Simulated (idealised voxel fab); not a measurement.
The following is a process module called voxel self aligned vias.
Cross-sectional view cut (width: 285 nm; square cell size: 5 nm).
When this document writes out a cross-section, it uses a grid of square cells and lists it as bands, beginning at the top and moving down, with a band standing for one or more rows of cells. Look at the band entry: it leads with the top's height and the bottom's height in nm. Then it lists the materials left to right, with a width in nm for each. The word "all across" on a single material says that material fills the band edge to edge. The word "air" is empty space. Heads up on the height convention: 0 is the point under which the incoming wafer is all one material, and the lowest band has no bottom, it just keeps going down, like "0 -> down". Graded width ("30->40"): value in top row of band = first number; value in bottom row = second number; row-to-row change constant. A step reported as "nothing was modified" is a step in which no cell of the cross-section changed. What "Listed closed voids" gives you is every empty space of 8 cells or more that is cut off from the top. Each appears as width x height at distance, with the distance taken from the left edge and width, height and distance all in nm. after a step's settings: what the simulator itself notes on the step. overlay nm: step with mask; distance mask lay right of planned place; negative value = left of planned place.

### The process steps that were planned are listed below
1 RECEIVE,material Si
2 CONFORMAL_DEP,material SiO2,thk nm 15
3 CONFORMAL_DEP,material SiCN,thk nm 5
4 DIRECTIONAL_DEP,material SiO2,thk nm 25
5 DIRECTIONAL_DEP,material aC,thk nm 10
6 PATTERN,tone open,mask id LINES,material resist,width nm 25,pitch nm 65,thk nm 25,overlay nm 0
7 DIRECTIONAL_ETCH,etch materials aC,depth nm 10
8 STRIP,etch materials resist
9 DIRECTIONAL_ETCH,etch materials SiO2,depth nm 25
10 STRIP,etch materials aC
11 CONFORMAL_DEP,material TiN,thk nm 5
12 FILL_DEP,material Ru,thk nm 5
13 CMP,height nm 45
14 SELECTIVE_ETCH,etch materials W Ru TiN,depth nm 10
15 FILL_DEP,material SiN,thk nm 10
16 CMP,height nm 45
17 DIRECTIONAL_DEP,material SiO2,thk nm 20
18 PATTERN,tone open,mask id VIAS,material resist,width nm 45,pitch nm 130,thk nm 15,overlay nm 0
19 DIRECTIONAL_ETCH,etch materials SiO2,depth nm 20
20 DIRECTIONAL_ETCH,etch materials SiN,depth nm 10
21 STRIP,etch materials resist
22 CONFORMAL_DEP,material TiN,thk nm 5
23 FILL_DEP,material Cu,thk nm 10
24 CMP,height nm 65
25 CONFORMAL_DEP,material SiCN,thk nm 5

### Delivered wafer in cross-section: state after step 1
* 0 -> down = Si all across
* Listed closed voids: none

### Post-module cross-section: identical start and plan to those above, one misstep in execution
* 65 -> 60 = SiCN all across
* 60 -> 50 = SiO2 55 | TiN 5 | Cu 35 | TiN 5 | SiO2 85 | TiN 5 | Cu 35 | TiN 5 | SiO2 55
* 50 -> 45 = SiO2 55 | TiN 15 | Cu 15 | TiN 15 | SiO2 85 | TiN 15 | Cu 15 | TiN 15 | SiO2 55
* 45 -> 40 = SiO2 65 | TiN 5 | Cu 15 | TiN 5 | SiO2 40 | SiN 25 | SiO2 40 | TiN 5 | Cu 15 | TiN 5 | SiO2 65
* 40 -> 35 = SiO2 65 | TiN 25 | SiO2 40 | SiN 25 | SiO2 40 | TiN 25 | SiO2 65
* 35 -> 25 = SiO2 65 | TiN 5 | Ru 15 | TiN 5 | SiO2 40 | TiN 5 | Ru 15 | TiN 5 | SiO2 40 | TiN 5 | Ru 15 | TiN 5 | SiO2 65
* 25 -> 20 = SiO2 65 | TiN 25 | SiO2 40 | TiN 25 | SiO2 40 | TiN 25 | SiO2 65
* 20 -> 15 = SiCN all across
* 15 -> 0 = SiO2 all across
* 0 -> down = Si all across
* Listed closed voids: none
Deviation noted in wafer processing: for step 24, the planned setting was not used; the step was instead run as CMP,height nm 60
